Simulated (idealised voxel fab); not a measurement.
The process module that follows is named voxel released beams.
Pictured: cross-section cut, 245 nm wide, on a grid of 5 nm square cells.
Cross-sections here: square-cell grids, written as top-down lists of bands, a band being one or more rows of cells. What a band's entry tells you: where the top is and where the bottom is, as heights in nm, and after that what lies inside, material by material from left to right, each with its width in nm. Empty space is written as the word "empty", and a single material marked with the word "edge to edge" occupies the band from edge to edge. Ref level 0: as-received wafer is one material below here. Bottom band extends down with no lower bound ("0..down"). Width spec "30..40" -> top row of cells at first value, bottom row at second value, equal per-row change in between. The cross-section has no changed cell in any step marked "changes: none". The entry titled "Enclosed cavities" provides the empty spaces that have no open way to the top, restricted to those of 8 cells or more. Each is presented as width x height at distance, the distance being measured from the left edge, with all three in nm. Whatever follows a step's settings on its line is a remark the simulator itself makes about that step. A step's line can hold "overlay nm"; with a mask on that step, the setting says how far right of the planned place the mask lay, while a negative setting says it lay to the left.
### The process steps that were planned are listed below
1,RECEIVE | material Si
2,CONFORMAL_DEP | material Al2O3 | thk nm 5
3,DIRECTIONAL_DEP | material SiO2 | thk nm 15
4,PATTERN | tone open | mask id ANCHOR | material resist | width nm 45 | thk nm 15 | overlay nm 0
5,DIRECTIONAL_ETCH | etch materials SiO2 | depth nm 15
6,STRIP | etch materials resist
7,CONFORMAL_DEP | material W | thk nm 15
8,PATTERN | tone cover | mask id BEAM | material resist | width nm 105 | thk nm 20 | overlay nm 0
9,DIRECTIONAL_ETCH | etch materials W | depth nm 15
10,STRIP | etch materials resist
11,STRIP | etch materials SiO2
### Account of the first of two wafers, which was processed as intended
### Wafer cross-section on receipt, i.e. after step 1
* 0..down | Si edge to edge
* Enclosed cavities: none
### You're looking at a cross-section of the wafer after step 2
* 5..0 | Al2O3 edge to edge
* No changes below 0.
### You're looking at a cross-section of the wafer after step 3
* 20..5 | SiO2 edge to edge
* No changes below 5.
### You're looking at a cross-section of the wafer after step 4
* 35..20 | resist 70 nm / empty 45 nm / resist 130 nm
* No changes below 20.
### You're looking at a cross-section of the wafer after step 5
* 35..20 | resist 70 nm / empty 45 nm / resist 130 nm
* 20..5 | SiO2 70 nm / empty 45 nm / SiO2 130 nm
* No changes below 5.
### You're looking at a cross-section of the wafer after step 6
* 20..5 | SiO2 70 nm / empty 45 nm / SiO2 130 nm
* No changes below 5.
### You're looking at a cross-section of the wafer after step 7
* 35..20 | W 85 nm / empty 15 nm / W 145 nm
* 20..5 | SiO2 70 nm / W 45 nm / SiO2 130 nm
* No changes below 5.
### You're looking at a cross-section of the wafer after step 8
* 55..35 | empty 65 nm / resist 105 nm / empty 75 nm
* 35..20 | W 85 nm / resist 15 nm / W 145 nm
* No changes below 20.
### You're looking at a cross-section of the wafer after step 9
* 55..35 | empty 65 nm / resist 105 nm / empty 75 nm
* 35..20 | empty 65 nm / W 20 nm / resist 15 nm / W 70 nm / empty 75 nm
* No changes below 20.
### You're looking at a cross-section of the wafer after step 10
* 35..20 | empty 65 nm / W 20 nm / empty 15 nm / W 70 nm / empty 75 nm
* No changes below 20.
### You're looking at a cross-section of the wafer after step 11
* 35..20 | empty 65 nm / W 20 nm / empty 15 nm / W 70 nm / empty 75 nm
* 20..5 | empty 70 nm / W 45 nm / empty 130 nm
* No changes below 5.
### The second wafer: identical to the first at the outset and in its planned sequence, differing only in that one mistake was made during processing; up to and including step 6, its path is the first wafer's path
### X-section, second wafer, when step 7 was due to finish
* 50..20 | W edge to edge
* 20..5 | SiO2 70 nm / W 45 nm / SiO2 130 nm
* No changes below 5.
### X-section, second wafer, when step 8 was due to finish
* 70..50 | empty 65 nm / resist 105 nm / empty 75 nm
* No changes below 50.
### X-section, second wafer, when step 9 was due to finish
* 70..50 | empty 65 nm / resist 105 nm / empty 75 nm
* 50..35 | empty 65 nm / W 105 nm / empty 75 nm
* No changes below 35.
### X-section, second wafer, when step 10 was due to finish
* 50..35 | empty 65 nm / W 105 nm / empty 75 nm
* No changes below 35.
X-section, second wafer, when step 11 was due to finish: changes: none
Where did the run depart from the plan? heads up, step 7 of the plan got done twice
Wrapping up, a cell-based count of both wafers puts the second over or under the first for these materials: SiO2: 120 more, W: 156 more
